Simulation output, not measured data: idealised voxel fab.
The process module that follows is named voxel transistor to metal.
Xsec cut, 205 nm wide, square cell size 5 nm.
Bands, listed from the top down, are how a cross-section gets written in this document; the cross-section itself is a grid of square cells, and a band is one or more rows of them.
Quick guide to a band line: top height, bottom height (nm) up front; then every material left to right with its width in nm. Only one material and it's marked "all across"? Then it fills the band edge to edge. And "air" just means empty space.
Height is counted from the level 0, under which the received wafer is composed throughout of one material. The lowest of the bands is not closed at the bottom but continues downward, in the notation "0 nm and below".
The width entry "30->40" should be interpreted row by row: the top row of cells in the band takes the first number, the bottom row takes the second number, and the change between adjacent rows is uniform throughout.
What does "remained unchanged" mean for a step? It means no cell of the cross-section changed in that step.
Entry "Closed void catalog". Content: empty spaces with no open connection to the top, size 8 cells or greater. Each: width x height at distance. Distance: from left edge. Unit: nm.
Formally, on a step line, whatever follows the settings is a remark that the simulator itself makes on the step.
"overlay nm" on a masked step: distance the mask lay right of its planned place, negative for left.
These are the steps we planned for the process
1 RECEIVE, material Si
2 CONFORMAL_DEP, material SiO2, thk nm 5
3 CONFORMAL_DEP, material SiN, thk nm 15
4 MASKED_ETCH, tone cover, mask id ACTIVE, width nm 90, etch materials SiN, depth nm 15, overlay nm 0
5 MASKED_ETCH, tone cover, mask id ACTIVE, width nm 90, etch materials SiO2, depth nm 5, overlay nm 0
6 MASKED_ETCH, tone cover, mask id ACTIVE, width nm 90, etch materials Si, depth nm 35, overlay nm 0
7 OXIDIZE, depth nm 5
8 FILL_DEP, material SiO2, thk nm 5
9 CMP, height nm 20
10 SELECTIVE_ETCH, etch materials SiO2, depth nm 5
11 STRIP, etch materials SiN
12 SELECTIVE_ETCH, etch materials SiO2, depth nm 5
13 OXIDIZE, depth nm 5
14 DIRECTIONAL_DEP, material polySi, thk nm 20
15 DIRECTIONAL_DEP, material SiCN, thk nm 10
16 DIRECTIONAL_DEP, material aC, thk nm 10
17 PATTERN, tone cover, mask id GATE, material resist, width nm 20, thk nm 30, overlay nm 0
18 DIRECTIONAL_ETCH, etch materials aC, depth nm 10
19 STRIP, etch materials resist
20 DIRECTIONAL_ETCH, etch materials SiCN, depth nm 20
21 DIRECTIONAL_ETCH, etch materials polySi, depth nm 30
22 STRIP, etch materials aC
23 CONFORMAL_DEP, material SiN, thk nm 10
24 DIRECTIONAL_ETCH, etch materials SiN, depth nm 10
25 DIRECTIONAL_ETCH, etch materials SiO2, depth nm 5
26 DIRECTIONAL_ETCH, etch materials Si, depth nm 5
27 EPI, material pSi, thk nm 10
28 FILL_DEP, material SiO2, thk nm 5
29 CMP, height nm 30
30 DIRECTIONAL_DEP, material SiO2, thk nm 15
31 MASKED_ETCH, tone open, mask id CONTACT, width nm 15, pitch nm 65, etch materials SiO2, depth nm 45, overlay nm 0
32 CONFORMAL_DEP, material TiN, thk nm 5
33 FILL_DEP, material W, thk nm 10
34 CMP, height nm 45
35 CONFORMAL_DEP, material SiCN, thk nm 5
36 DIRECTIONAL_DEP, material lowk, thk nm 15
37 MASKED_ETCH, tone open, mask id METAL_1, width nm 15, pitch nm 65, etch materials lowk, depth nm 15, overlay nm 0
38 MASKED_ETCH, tone open, mask id METAL_1, width nm 15, pitch nm 65, etch materials SiCN, depth nm 5, overlay nm 0
39 CONFORMAL_DEP, material TiN, thk nm 5
40 FILL_DEP, material Ru, thk nm 10
41 CMP, height nm 65
42 CONFORMAL_DEP, material SiN, thk nm 5
The first of two wafers, run as planned
Cross-section, incoming material, after step 1
  0 nm and below: Si all across
  Closed void catalog: none
After step 2, in cross-section
  5 nm to 0 nm: SiO2 all across
  Under 0: no change, same as before.
After step 3, in cross-section
  20 nm to 5 nm: SiN all across
  Under 5: no change, same as before.
After step 4, in cross-section
  20 nm to 5 nm: 55 of air; 90 of SiN; 60 of air
  Under 5: no change, same as before.
After step 5, in cross-section
  20 nm to 5 nm: 55 of air; 90 of SiN; 60 of air
  5 nm to 0 nm: 55 of air; 90 of SiO2; 60 of air
  Under 0: no change, same as before.
After step 6, in cross-section
  20 nm to 5 nm: 55 of air; 90 of SiN; 60 of air
  5 nm to 0 nm: 55 of air; 90 of SiO2; 60 of air
  0 nm to -35 nm: 55 of air; 90 of Si; 60 of air
  Under -35: no change, same as before.
After step 7, in cross-section
  20 nm to 5 nm: 55 of air; 90 of SiN; 60 of air
  5 nm to 0 nm: 55 of air; 90 of SiO2; 60 of air
  0 nm to -35 nm: 55 of air; 5 of SiO2; 80 of Si; 5 of SiO2; 60 of air
  -35 nm to -40 nm: 60 of SiO2; 80 of Si; 65 of SiO2
  Under -40: no change, same as before.
After step 8, in cross-section
  25 nm to 20 nm: SiO2 all across
  20 nm to 5 nm: 55 of SiO2; 90 of SiN; 60 of SiO2
  5 nm to 0 nm: SiO2 all across
  0 nm to -40 nm: 60 of SiO2; 80 of Si; 65 of SiO2
  Under -40: no change, same as before.
After step 9, in cross-section
  20 nm to 5 nm: 55 of SiO2; 90 of SiN; 60 of SiO2
  Under 5: no change, same as before.
After step 10, in cross-section
  20 nm to 15 nm: 55 of air; 90 of SiN; 60 of air
  Under 15: no change, same as before.
After step 11, in cross-section
  15 nm to 5 nm: 55 of SiO2; 90 of air; 60 of SiO2
  Under 5: no change, same as before.
After step 12, in cross-section
  10 nm to 0 nm: 50 of SiO2; 100 of air; 55 of SiO2
  Under 0: no change, same as before.
After step 13, in cross-section
  10 nm to 0 nm: 50 of SiO2; 100 of air; 55 of SiO2
  0 nm to -5 nm: SiO2 all across
  Under -5: no change, same as before.
After step 14, in cross-section
  30 nm to 20 nm: 50 of polySi; 100 of air; 55 of polySi
  20 nm to 10 nm: polySi all across
  10 nm to 0 nm: 50 of SiO2; 100 of polySi; 55 of SiO2
  Under 0: no change, same as before.
After step 15, in cross-section
  40 nm to 30 nm: 50 of SiCN; 100 of air; 55 of SiCN
  30 nm to 20 nm: 50 of polySi; 100 of SiCN; 55 of polySi
  Under 20: no change, same as before.
After step 16, in cross-section
  50 nm to 40 nm: 50 of aC; 100 of air; 55 of aC
  40 nm to 30 nm: 50 of SiCN; 100 of aC; 55 of SiCN
  Under 30: no change, same as before.
After step 17, in cross-section
  80 nm to 50 nm: 90 of air; 20 of resist; 95 of air
  50 nm to 40 nm: 50 of aC; 40 of air; 20 of resist; 40 of air; 55 of aC
  Under 40: no change, same as before.
After step 18, in cross-section
  70 nm to 40 nm: 90 of air; 20 of resist; 95 of air
  40 nm to 30 nm: 50 of SiCN; 40 of air; 20 of aC; 40 of air; 55 of SiCN
  Under 30: no change, same as before.
After step 19, in cross-section
  40 nm to 30 nm: 50 of SiCN; 40 of air; 20 of aC; 40 of air; 55 of SiCN
  Under 30: no change, same as before.
After step 20, in cross-section
  40 nm to 30 nm: 90 of air; 20 of aC; 95 of air
  30 nm to 20 nm: 50 of polySi; 40 of air; 20 of SiCN; 40 of air; 55 of polySi
  Under 20: no change, same as before.
After step 21, in cross-section
  40 nm to 30 nm: 90 of air; 20 of aC; 95 of air
  30 nm to 20 nm: 90 of air; 20 of SiCN; 95 of air
  20 nm to 10 nm: 90 of air; 20 of polySi; 95 of air
  10 nm to 0 nm: 50 of SiO2; 40 of air; 20 of polySi; 40 of air; 55 of SiO2
  Under 0: no change, same as before.
After step 22, in cross-section
  30 nm to 20 nm: 90 of air; 20 of SiCN; 95 of air
  Under 20: no change, same as before.
After step 23, in cross-section
  40 nm to 30 nm: 80 of air; 40 of SiN; 85 of air
  30 nm to 20 nm: 80 of air; 10 of SiN; 20 of SiCN; 10 of SiN; 85 of air
  20 nm to 10 nm: 60 of SiN; 20 of air; 10 of SiN; 20 of polySi; 10 of SiN; 20 of air; 65 of SiN
  10 nm to 0 nm: 50 of SiO2; 40 of SiN; 20 of polySi; 40 of SiN; 55 of SiO2
  Under 0: no change, same as before.
After step 24, in cross-section
  30 nm to 20 nm: 80 of air; 10 of SiN; 20 of SiCN; 10 of SiN; 85 of air
  20 nm to 10 nm: 80 of air; 10 of SiN; 20 of polySi; 10 of SiN; 85 of air
  10 nm to 0 nm: 50 of SiO2; 10 of SiN; 20 of air; 10 of SiN; 20 of polySi; 10 of SiN; 20 of air; 10 of SiN; 55 of SiO2
  Under 0: no change, same as before.
After step 25, in cross-section
  30 nm to 20 nm: 80 of air; 10 of SiN; 20 of SiCN; 10 of SiN; 85 of air
  20 nm to 10 nm: 80 of air; 10 of SiN; 20 of polySi; 10 of SiN; 85 of air
  10 nm to 5 nm: 50 of air; 10 of SiN; 20 of air; 10 of SiN; 20 of polySi; 10 of SiN; 20 of air; 10 of SiN; 55 of air
  5 nm to 0 nm: 50 of SiO2; 10 of SiN; 20 of air; 10 of SiN; 20 of polySi; 10 of SiN; 20 of air; 10 of SiN; 55 of SiO2
  0 nm to -5 nm: 60 of SiO2; 20 of air; 40 of SiO2; 20 of air; 65 of SiO2
  Under -5: no change, same as before.
After step 26, in cross-section
  30 nm to 20 nm: 80 of air; 10 of SiN; 20 of SiCN; 10 of SiN; 85 of air
  20 nm to 10 nm: 80 of air; 10 of SiN; 20 of polySi; 10 of SiN; 85 of air
  10 nm to 5 nm: 50 of air; 10 of SiN; 20 of air; 10 of SiN; 20 of polySi; 10 of SiN; 20 of air; 10 of SiN; 55 of air
  5 nm to 0 nm: 50 of SiO2; 10 of SiN; 20 of air; 10 of SiN; 20 of polySi; 10 of SiN; 20 of air; 10 of SiN; 55 of SiO2
  0 nm to -5 nm: 60 of SiO2; 20 of air; 40 of SiO2; 20 of air; 65 of SiO2
  -5 nm to -10 nm: 60 of SiO2; 20 of air; 40 of Si; 20 of air; 65 of SiO2
  Under -10: no change, same as before.
After step 27, in cross-section
  30 nm to 20 nm: 80 of air; 10 of SiN; 20 of SiCN; 10 of SiN; 85 of air
  20 nm to 10 nm: 80 of air; 10 of SiN; 20 of polySi; 10 of SiN; 85 of air
  10 nm to 5 nm: 50 of air; 10 of SiN; 20 of air; 10 of SiN; 20 of polySi; 10 of SiN; 20 of air; 10 of SiN; 55 of air
  5 nm to 0 nm: 50 of SiO2; 10 of SiN; 10 of air; 10 of pSi; 10 of SiN; 20 of polySi; 10 of SiN; 10 of pSi; 10 of air; 10 of SiN; 55 of SiO2
  0 nm to -5 nm: 60 of SiO2; 20 of pSi; 40 of SiO2; 20 of pSi; 65 of SiO2
  -5 nm to -10 nm: 60 of SiO2; 20 of pSi; 40 of Si; 20 of pSi; 65 of SiO2
  Under -10: no change, same as before.
After step 28, in cross-section
  35 nm to 30 nm: SiO2 all across
  30 nm to 20 nm: 80 of SiO2; 10 of SiN; 20 of SiCN; 10 of SiN; 85 of SiO2
  20 nm to 10 nm: 80 of SiO2; 10 of SiN; 20 of polySi; 10 of SiN; 85 of SiO2
  10 nm to 5 nm: 50 of SiO2; 10 of SiN; 20 of SiO2; 10 of SiN; 20 of polySi; 10 of SiN; 20 of SiO2; 10 of SiN; 55 of SiO2
  5 nm to 0 nm: 50 of SiO2; 10 of SiN; 10 of SiO2; 10 of pSi; 10 of SiN; 20 of polySi; 10 of SiN; 10 of pSi; 10 of SiO2; 10 of SiN; 55 of SiO2
  Under 0: no change, same as before.
After step 29, in cross-section
  30 nm to 20 nm: 80 of SiO2; 10 of SiN; 20 of SiCN; 10 of SiN; 85 of SiO2
  Under 20: no change, same as before.
After step 30, in cross-section
  45 nm to 30 nm: SiO2 all across
  Under 30: no change, same as before.
After step 31, in cross-section
  45 nm to 30 nm: 60 of SiO2; 15 of air; 50 of SiO2; 15 of air; 65 of SiO2
  30 nm to 20 nm: 60 of SiO2; 15 of air; 5 of SiO2; 10 of SiN; 20 of SiCN; 10 of SiN; 5 of SiO2; 15 of air; 65 of SiO2
  20 nm to 10 nm: 60 of SiO2; 15 of air; 5 of SiO2; 10 of SiN; 20 of polySi; 10 of SiN; 5 of SiO2; 15 of air; 65 of SiO2
  10 nm to 5 nm: 50 of SiO2; 10 of SiN; 15 of air; 5 of SiO2; 10 of SiN; 20 of polySi; 10 of SiN; 5 of SiO2; 15 of air; 10 of SiN; 55 of SiO2
  5 nm to 0 nm: 50 of SiO2; 10 of SiN; 10 of air; 10 of pSi; 10 of SiN; 20 of polySi; 10 of SiN; 10 of pSi; 10 of air; 10 of SiN; 55 of SiO2
  Under 0: no change, same as before.
After step 32, in cross-section
  50 nm to 45 nm: 65 of TiN; 5 of air; 60 of TiN; 5 of air; 70 of TiN
  45 nm to 30 nm: 60 of SiO2; 5 of TiN; 5 of air; 5 of TiN; 50 of SiO2; 5 of TiN; 5 of air; 5 of TiN; 65 of SiO2
  30 nm to 20 nm: 60 of SiO2; 5 of TiN; 5 of air; 5 of TiN; 5 of SiO2; 10 of SiN; 20 of SiCN; 10 of SiN; 5 of SiO2; 5 of TiN; 5 of air; 5 of TiN; 65 of SiO2
  20 nm to 10 nm: 60 of SiO2; 5 of TiN; 5 of air; 5 of TiN; 5 of SiO2; 10 of SiN; 20 of polySi; 10 of SiN; 5 of SiO2; 5 of TiN; 5 of air; 5 of TiN; 65 of SiO2
  10 nm to 5 nm: 50 of SiO2; 10 of SiN; 15 of TiN; 5 of SiO2; 10 of SiN; 20 of polySi; 10 of SiN; 5 of SiO2; 15 of TiN; 10 of SiN; 55 of SiO2
  5 nm to 0 nm: 50 of SiO2; 10 of SiN; 10 of TiN; 10 of pSi; 10 of SiN; 20 of polySi; 10 of SiN; 10 of pSi; 10 of TiN; 10 of SiN; 55 of SiO2
  Under 0: no change, same as before.
After step 33, in cross-section
  60 nm to 50 nm: W all across
  50 nm to 45 nm: 65 of TiN; 5 of W; 60 of TiN; 5 of W; 70 of TiN
  45 nm to 30 nm: 60 of SiO2; 5 of TiN; 5 of W; 5 of TiN; 50 of SiO2; 5 of TiN; 5 of W; 5 of TiN; 65 of SiO2
  30 nm to 20 nm: 60 of SiO2; 5 of TiN; 5 of W; 5 of TiN; 5 of SiO2; 10 of SiN; 20 of SiCN; 10 of SiN; 5 of SiO2; 5 of TiN; 5 of W; 5 of TiN; 65 of SiO2
  20 nm to 10 nm: 60 of SiO2; 5 of TiN; 5 of W; 5 of TiN; 5 of SiO2; 10 of SiN; 20 of polySi; 10 of SiN; 5 of SiO2; 5 of TiN; 5 of W; 5 of TiN; 65 of SiO2
  Under 10: no change, same as before.
After step 34, in cross-section
  45 nm to 30 nm: 60 of SiO2; 5 of TiN; 5 of W; 5 of TiN; 50 of SiO2; 5 of TiN; 5 of W; 5 of TiN; 65 of SiO2
  Under 30: no change, same as before.
After step 35, in cross-section
  50 nm to 45 nm: SiCN all across
  Under 45: no change, same as before.
After step 36, in cross-section
  65 nm to 50 nm: lowk all across
  Under 50: no change, same as before.
After step 37, in cross-section
  65 nm to 50 nm: 60 of lowk; 15 of air; 50 of lowk; 15 of air; 65 of lowk
  Under 50: no change, same as before.
After step 38, in cross-section
  65 nm to 50 nm: 60 of lowk; 15 of air; 50 of lowk; 15 of air; 65 of lowk
  50 nm to 45 nm: 60 of SiCN; 15 of air; 50 of SiCN; 15 of air; 65 of SiCN
  Under 45: no change, same as before.
After step 39, in cross-section
  70 nm to 65 nm: 65 of TiN; 5 of air; 60 of TiN; 5 of air; 70 of TiN
  65 nm to 50 nm: 60 of lowk; 5 of TiN; 5 of air; 5 of TiN; 50 of lowk; 5 of TiN; 5 of air; 5 of TiN; 65 of lowk
  50 nm to 45 nm: 60 of SiCN; 15 of TiN; 50 of SiCN; 15 of TiN; 65 of SiCN
  Under 45: no change, same as before.
After step 40, in cross-section
  80 nm to 70 nm: Ru all across
  70 nm to 65 nm: 65 of TiN; 5 of Ru; 60 of TiN; 5 of Ru; 70 of TiN
  65 nm to 50 nm: 60 of lowk; 5 of TiN; 5 of Ru; 5 of TiN; 50 of lowk; 5 of TiN; 5 of Ru; 5 of TiN; 65 of lowk
  Under 50: no change, same as before.
After step 41, in cross-section
  65 nm to 50 nm: 60 of lowk; 5 of TiN; 5 of Ru; 5 of TiN; 50 of lowk; 5 of TiN; 5 of Ru; 5 of TiN; 65 of lowk
  Under 50: no change, same as before.
After step 42, in cross-section
  70 nm to 65 nm: SiN all across
  Under 65: no change, same as before.
Second Wafer (Identical Start and Plan, One Processing Error; Matches First Wafer Through Step 41)
The second wafer in cross-section, at the planned close of step 42
  70 nm to 65 nm: SiCN all across
  Under 65: no change, same as before.
What was the processing mistake? heads up, step 42 didn't go per plan, it actually ran as CONFORMAL_DEP, material SiCN, thk nm 5
at the end the second wafer has, in cells: SiCN: 41 more; SiN: 41 fewer
